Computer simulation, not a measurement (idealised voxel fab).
This is a process module. Its name is voxel transistor to metal.
Each square cell in cross-section cut measures 5 nm, and the section as a whole is 185 nm wide.
Notation: cross-section as square-cell grid; stated in bands, top first, going down; one or more cell rows per band. Band: top and bottom heights (nm) first, top before bottom; then materials from left to right, widths in nm. "throughout" marks a sole material filling the band edge to edge. "air" denotes empty space. Heads up on the height convention: 0 is the point under which the incoming wafer is all one material, and the lowest band has no bottom, it just keeps going down, like "top 0, no bottom". You'd read "30 to 40" like this: the band's top row of cells is as wide as the first number, its bottom row is as wide as the second, and going down, every row changes width by the same amount as the row before did. Step note "nothing changed" = no cross-section cell changed. "Enclosed empty spaces" specifies each empty space that is not open to the top and that occupies no fewer than 8 cells, using the form width x height at distance, the distance measured from the left edge and all three quantities in nm. Whatever follows a step's settings on its line is a remark the simulator itself makes about that step. "overlay nm" on a masked step: distance the mask lay right of its planned place, negative for left.
-- List of planned process steps
1: RECEIVE: material Si
2: CONFORMAL_DEP: material SiO2, thk nm 5
3: CONFORMAL_DEP: material SiN, thk nm 15
4: DIRECTIONAL_DEP: material aC, thk nm 10
5: PATTERN: tone cover, mask id ACTIVE, material resist, width nm 105, thk nm 25, overlay nm 0
6: DIRECTIONAL_ETCH: etch materials aC, depth nm 10
7: STRIP: etch materials resist
8: DIRECTIONAL_ETCH: etch materials SiN, depth nm 15
9: DIRECTIONAL_ETCH: etch materials SiO2, depth nm 5
10: DIRECTIONAL_ETCH: etch materials Si, depth nm 35
11: STRIP: etch materials aC
12: OXIDIZE: depth nm 5
13: FILL_DEP: material SiO2, thk nm 5
14: CMP: height nm 20
15: SELECTIVE_ETCH: etch materials SiO2, depth nm 10
16: STRIP: etch materials SiN
17: SELECTIVE_ETCH: etch materials SiO2, depth nm 5
18: OXIDIZE: depth nm 5
19: DIRECTIONAL_DEP: material polySi, thk nm 25
20: DIRECTIONAL_DEP: material SiCN, thk nm 10
21: DIRECTIONAL_DEP: material aC, thk nm 15
22: PATTERN: tone cover, mask id GATE, material resist, width nm 35, thk nm 35, overlay nm 0
23: DIRECTIONAL_ETCH: etch materials aC, depth nm 15
24: STRIP: etch materials resist
25: DIRECTIONAL_ETCH: etch materials SiCN, depth nm 20
26: DIRECTIONAL_ETCH: etch materials polySi, depth nm 35
27: STRIP: etch materials aC
28: CONFORMAL_DEP: material SiN, thk nm 10
29: DIRECTIONAL_ETCH: etch materials SiN, depth nm 10
30: DIRECTIONAL_ETCH: etch materials SiO2, depth nm 5
31: DIRECTIONAL_ETCH: etch materials Si, depth nm 5
32: EPI: material SiGe, thk nm 10
33: FILL_DEP: material SiO2, thk nm 5
34: CMP: height nm 25
35: STRIP: etch materials polySi
36: SELECTIVE_ETCH: etch materials SiO2, depth nm 5
37: CONFORMAL_DEP: material HfO2, thk nm 5
38: CONFORMAL_DEP: material TiN, thk nm 5
39: FILL_DEP: material W, thk nm 5
40: CMP: height nm 20
41: DIRECTIONAL_DEP: material SiO2, thk nm 10
42: DIRECTIONAL_DEP: material aC, thk nm 15
43: PATTERN: tone open, mask id CONTACT, material resist, width nm 15, pitch nm 80, thk nm 30, overlay nm 0
44: DIRECTIONAL_ETCH: etch materials aC, depth nm 15
45: STRIP: etch materials resist
46: DIRECTIONAL_ETCH: etch materials SiO2, depth nm 30
47: STRIP: etch materials aC
48: CONFORMAL_DEP: material TiN, thk nm 5
49: FILL_DEP: material Ru, thk nm 5
50: CMP: height nm 30
51: DIRECTIONAL_DEP: material TiN, thk nm 5
52: DIRECTIONAL_DEP: material W, thk nm 20
53: PATTERN: tone cover, mask id METAL_1, material resist, width nm 15, pitch nm 80, thk nm 15, overlay nm 0
54: DIRECTIONAL_ETCH: etch materials W, depth nm 20
55: DIRECTIONAL_ETCH: etch materials TiN, depth nm 5
56: STRIP: etch materials resist
57: FILL_DEP: material SiO2, thk nm 10
58: CMP: height nm 55
59: CONFORMAL_DEP: material SiCN, thk nm 5
60: DIRECTIONAL_DEP: material lowk, thk nm 30
61: MASKED_ETCH: tone open, mask id METAL_2, width nm 15, pitch nm 80, etch materials lowk, depth nm 20, overlay nm 0
62: MASKED_ETCH: tone open, mask id METAL_2_HOLES, width nm 15, pitch nm 80, etch materials lowk, depth nm 10, overlay nm 0
63: MASKED_ETCH: tone open, mask id METAL_2_HOLES, width nm 15, pitch nm 80, etch materials SiCN, depth nm 5, overlay nm 0
64: CONFORMAL_DEP: material TiN, thk nm 5
65: FILL_DEP: material Cu, thk nm 10
66: CMP: height nm 90
67: CONFORMAL_DEP: material SiN, thk nm 5
-- Shown in cross-section is the wafer as received, that is, as it stands after step 1
    top 0, no bottom  Si throughout
    Enclosed empty spaces: none
-- Cross-section, first of two wafers, end of module, run as planned
    top 95, bottom 90  SiN throughout
    top 90, bottom 60  45 nm lowk, then 5 nm TiN, then 5 nm Cu, then 5 nm TiN, then 65 nm lowk, then 5 nm TiN, then 5 nm Cu, then 5 nm TiN, then 45 nm lowk
    top 60, bottom 55  45 nm SiCN, then 15 nm TiN, then 65 nm SiCN, then 15 nm TiN, then 45 nm SiCN
    top 55, bottom 35  45 nm SiO2, then 15 nm W, then 65 nm SiO2, then 15 nm W, then 45 nm SiO2
    top 35, bottom 30  45 nm SiO2, then 15 nm TiN, then 65 nm SiO2, then 15 nm TiN, then 45 nm SiO2
    top 30, bottom 20  45 nm SiO2, then 5 nm TiN, then 5 nm Ru, then 5 nm TiN, then 65 nm SiO2, then 5 nm TiN, then 5 nm Ru, then 5 nm TiN, then 45 nm SiO2
    top 20, bottom 10  45 nm SiO2, then 5 nm TiN, then 5 nm Ru, then 5 nm TiN, then 5 nm SiO2, then 10 nm SiN, then 5 nm HfO2, then 5 nm TiN, then 15 nm W, then 5 nm TiN, then 5 nm HfO2, then 10 nm SiN, then 5 nm SiO2, then 5 nm TiN, then 5 nm Ru, then 5 nm TiN, then 45 nm SiO2
    top 10, bottom 5  45 nm SiO2, then 15 nm TiN, then 5 nm SiO2, then 10 nm SiN, then 5 nm HfO2, then 5 nm TiN, then 15 nm W, then 5 nm TiN, then 5 nm HfO2, then 10 nm SiN, then 5 nm SiO2, then 15 nm TiN, then 45 nm SiO2
    top 5, bottom 0  35 nm SiO2, then 10 nm SiN, then 10 nm TiN, then 10 nm SiGe, then 10 nm SiN, then 5 nm HfO2, then 25 nm TiN, then 5 nm HfO2, then 10 nm SiN, then 10 nm SiGe, then 10 nm TiN, then 10 nm SiN, then 35 nm SiO2
    top 0, bottom -5  45 nm SiO2, then 20 nm SiGe, then 5 nm SiO2, then 45 nm HfO2, then 5 nm SiO2, then 20 nm SiGe, then 45 nm SiO2
    top -5, bottom -10  45 nm SiO2, then 20 nm SiGe, then 55 nm Si, then 20 nm SiGe, then 45 nm SiO2
    top -10, bottom -40  45 nm SiO2, then 95 nm Si, then 45 nm SiO2
    top -40, no bottom  Si throughout
    Enclosed empty spaces: none
-- Cross-sectional image of the second wafer of the two following completion of the module. Starting state and process plan were the same as for the first wafer; one execution error occurred
    top 95, bottom 90  SiN throughout
    top 90, bottom 60  45 nm lowk, then 5 nm TiN, then 5 nm Cu, then 5 nm TiN, then 65 nm lowk, then 5 nm TiN, then 5 nm Cu, then 5 nm TiN, then 45 nm lowk
    top 60, bottom 55  45 nm SiCN, then 15 nm TiN, then 65 nm SiCN, then 15 nm TiN, then 45 nm SiCN
    top 55, bottom 50  45 nm SiO2, then 15 nm TiN, then 65 nm SiO2, then 15 nm TiN, then 45 nm SiO2
    top 50, bottom 30  W throughout
    top 30, bottom 20  45 nm SiO2, then 5 nm TiN, then 5 nm Ru, then 5 nm TiN, then 65 nm SiO2, then 5 nm TiN, then 5 nm Ru, then 5 nm TiN, then 45 nm SiO2
    top 20, bottom 10  45 nm SiO2, then 5 nm TiN, then 5 nm Ru, then 5 nm TiN, then 5 nm SiO2, then 10 nm SiN, then 5 nm HfO2, then 5 nm TiN, then 15 nm W, then 5 nm TiN, then 5 nm HfO2, then 10 nm SiN, then 5 nm SiO2, then 5 nm TiN, then 5 nm Ru, then 5 nm TiN, then 45 nm SiO2
    top 10, bottom 5  45 nm SiO2, then 15 nm TiN, then 5 nm SiO2, then 10 nm SiN, then 5 nm HfO2, then 5 nm TiN, then 15 nm W, then 5 nm TiN, then 5 nm HfO2, then 10 nm SiN, then 5 nm SiO2, then 15 nm TiN, then 45 nm SiO2
    top 5, bottom 0  35 nm SiO2, then 10 nm SiN, then 10 nm TiN, then 10 nm SiGe, then 10 nm SiN, then 5 nm HfO2, then 25 nm TiN, then 5 nm HfO2, then 10 nm SiN, then 10 nm SiGe, then 10 nm TiN, then 10 nm SiN, then 35 nm SiO2
    top 0, bottom -5  45 nm SiO2, then 20 nm SiGe, then 5 nm SiO2, then 45 nm HfO2, then 5 nm SiO2, then 20 nm SiGe, then 45 nm SiO2
    top -5, bottom -10  45 nm SiO2, then 20 nm SiGe, then 55 nm Si, then 20 nm SiGe, then 45 nm SiO2
    top -10, bottom -40  45 nm SiO2, then 95 nm Si, then 45 nm SiO2
    top -40, no bottom  Si throughout
    Enclosed empty spaces: none
Where did the run depart from the plan? contrary to the plan, steps 51 and 52 were processed in exchanged order
Final difference in cells, second wafer against first, listed per material as more or fewer: SiO2 -124; W +124
